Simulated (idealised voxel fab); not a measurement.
Process module name: voxel ribs on slabs
Section shown: cut. Width: 235 nm. Cell size: 5 nm, square.
The cross-sections in this document take the form of a grid made of square cells. They are written out as bands, in order from top to bottom. Each band consists of one or more rows of cells.
Top height, bottom height, nm. Materials left to right, width each, nm. Single material + "full width" = fills band edge to edge. "blank" = empty.
Height is counted from the level 0, under which the received wafer is composed throughout of one material. The lowest of the bands is not closed at the bottom but continues downward, in the notation "0 nm and below".
Note: "30..40" means the width goes from the first number (top row of the band) to the second number (bottom row) in equal steps per row of cells.
Step note "no alteration" = no cross-section cell changed.
Under "Enclosed cavity list" you'll find the enclosed gaps, the ones with no way out to the top, that are 8 cells or bigger; each reads width x height at distance, with distance counted from the left edge, everything in nm.
Post-settings text on a step line: simulator's own remark regarding the step.
When a step includes a mask, the "overlay nm" setting on its line states how far to the right of its planned place that mask lay, and negative values state how far to the left.

## This section lists the process steps that were planned
1: RECEIVE: material Si
2: DIRECTIONAL_DEP: material SiO2, thk nm 30
3: DIRECTIONAL_DEP: material polySi, thk nm 15
4: MASKED_ETCH: tone cover, mask id RIB, width nm 30, etch materials polySi, depth nm 10, overlay nm 0
5: PATTERN: tone cover, mask id SLAB, material resist, width nm 90, thk nm 15, overlay nm 0
6: DIRECTIONAL_ETCH: etch materials polySi, depth nm 5
7: STRIP: etch materials resist
8: FILL_DEP: material SiO2, thk nm 15
9: CMP: height nm 55
10: DIRECTIONAL_DEP: material TiN, thk nm 5
11: DIRECTIONAL_DEP: material aC, thk nm 10
12: PATTERN: tone cover, mask id HEATER, material resist, width nm 40, thk nm 25, overlay nm 0
13: DIRECTIONAL_ETCH: etch materials aC, depth nm 10
14: STRIP: etch materials resist
15: DIRECTIONAL_ETCH: etch materials TiN, depth nm 5
16: STRIP: etch materials aC
17: CONFORMAL_DEP: material SiN, thk nm 10

## Shown in cross-section is the wafer as received, that is, as it stands after step 1
> 0 nm and below | Si full width
> Enclosed cavity list: none

## Starting structure and process plan are as shown above, but one mistake was made in running the module; the wafer cross-section at the end of the module follows
> 70 nm to 65 nm | 85 of blank / 60 of SiN / 90 of blank
> 65 nm to 60 nm | SiN full width
> 60 nm to 55 nm | 95 of SiN / 40 of TiN / 100 of SiN
> 55 nm to 45 nm | SiO2 full width
> 45 nm to 35 nm | 95 of SiO2 / 40 of polySi / 100 of SiO2
> 35 nm to 30 nm | 70 of SiO2 / 90 of polySi / 75 of SiO2
> 30 nm to 0 nm | SiO2 full width
> 0 nm and below | Si full width
> Enclosed cavity list: none
Finding, execution versus plan: step 4 was not run as planned; what actually ran was MASKED_ETCH: tone cover, mask id RIB, width nm 40, etch materials polySi, depth nm 10, overlay nm 0
